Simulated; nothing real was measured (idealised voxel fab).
The process module presented herein is designated voxel ribs on slabs.
Square cells of 5 nm make up the cross-section cut, whose width is 265 nm.
When this document writes out a cross-section, it uses a grid of square cells and lists it as bands, beginning at the top and moving down, with a band standing for one or more rows of cells. Quick guide to a band line: top height, bottom height (nm) up front; then every material left to right with its width in nm. Only one material and it's marked "all across"? Then it fills the band edge to edge. And "blank" just means empty space. We count height from 0. Below that, the starting wafer is all one material. The lowest band never ends at the bottom but goes on down; see "from 0 down" for how that is written. It should be noted that a width expressed as "30..40" varies in equal increments from row to row of cells within the band, taking the value of the first number at the top row and that of the second number at the bottom row. Step marked "identical to before"? Then no cell in the cross-section changed in it. The label "Fully sealed voids" introduces a list of the empty spaces, 8 cells or larger, that have no open way up to the top; each entry in it reads width x height at distance, where the distance is taken from the left edge and all three are stated in nm. Anything after a step's settings on that line? It's the simulator's own note about the step. A step line may carry the setting "overlay nm", which, for steps involving a mask, states the distance by which the mask lay to the right of its intended position; negative values denote displacement to the left.
Below is the list of planned process steps
1 RECEIVE [material Si]
2 DIRECTIONAL_DEP [material SiO2] [thk nm 20]
3 DIRECTIONAL_DEP [material polySi] [thk nm 20]
4 PATTERN [tone cover] [mask id RIB] [material resist] [width nm 30] [thk nm 15] [overlay nm 0]
5 DIRECTIONAL_ETCH [etch materials polySi] [depth nm 5]
6 STRIP [etch materials resist]
7 PATTERN [tone cover] [mask id SLAB] [material resist] [width nm 90] [thk nm 20] [overlay nm 0]
8 DIRECTIONAL_ETCH [etch materials polySi] [depth nm 15]
9 STRIP [etch materials resist]
10 FILL_DEP [material SiO2] [thk nm 30]
11 CMP [height nm 60]
12 DIRECTIONAL_DEP [material TiN] [thk nm 10]
13 PATTERN [tone cover] [mask id HEATER] [material resist] [width nm 40] [thk nm 15] [overlay nm 0]
14 DIRECTIONAL_ETCH [etch materials TiN] [depth nm 10]
15 STRIP [etch materials resist]
16 CONFORMAL_DEP [material SiN] [thk nm 5]
The first of a set of two wafers, run to plan
Received-state cross-section, reflecting completion of step 1
> from 0 down | Si all across
> Fully sealed voids: none
After step 2: wafer cross-section
> from 20 to 0 | SiO2 all across
> No changes below 0.
After step 3: wafer cross-section
> from 40 to 20 | polySi all across
> No changes below 20.
After step 4: wafer cross-section
> from 55 to 40 | blank (115)  resist (30)  blank (120)
> No changes below 40.
After step 5: wafer cross-section
> from 55 to 40 | blank (115)  resist (30)  blank (120)
> from 40 to 35 | blank (115)  polySi (30)  blank (120)
> No changes below 35.
After step 6: wafer cross-section
> from 40 to 35 | blank (115)  polySi (30)  blank (120)
> No changes below 35.
After step 7: wafer cross-section
> from 60 to 40 | blank (85)  resist (90)  blank (90)
> from 40 to 35 | blank (85)  resist (30)  polySi (30)  resist (30)  blank (90)
> No changes below 35.
After step 8: wafer cross-section
> from 60 to 40 | blank (85)  resist (90)  blank (90)
> from 40 to 35 | blank (85)  resist (30)  polySi (30)  resist (30)  blank (90)
> from 35 to 20 | blank (85)  polySi (90)  blank (90)
> No changes below 20.
After step 9: wafer cross-section
> from 40 to 35 | blank (115)  polySi (30)  blank (120)
> No changes below 35.
After step 10: wafer cross-section
> from 70 to 40 | SiO2 all across
> from 40 to 35 | SiO2 (115)  polySi (30)  SiO2 (120)
> from 35 to 20 | SiO2 (85)  polySi (90)  SiO2 (90)
> No changes below 20.
After step 11: wafer cross-section
> from 60 to 40 | SiO2 all across
> No changes below 40.
After step 12: wafer cross-section
> from 70 to 60 | TiN all across
> No changes below 60.
After step 13: wafer cross-section
> from 85 to 70 | blank (110)  resist (40)  blank (115)
> No changes below 70.
After step 14: wafer cross-section
> from 85 to 70 | blank (110)  resist (40)  blank (115)
> from 70 to 60 | blank (110)  TiN (40)  blank (115)
> No changes below 60.
After step 15: wafer cross-section
> from 70 to 60 | blank (110)  TiN (40)  blank (115)
> No changes below 60.
After step 16: wafer cross-section
> from 75 to 70 | blank (105)  SiN (50)  blank (110)
> from 70 to 65 | blank (105)  SiN (5)  TiN (40)  SiN (5)  blank (110)
> from 65 to 60 | SiN (110)  TiN (40)  SiN (115)
> No changes below 60.
The second wafer: identical to the first at the outset and in its planned sequence, differing only in that one mistake was made during processing; up to and including step 15, its path is the first wafer's path
Cross-section: second wafer, time at which step 16 was scheduled to end: identical to before
what went wrong: step 16 of the plan: omitted, not performed
Wafer comparison, final, in cells, second relative to first, materials more or fewer: 57 fewer of SiN
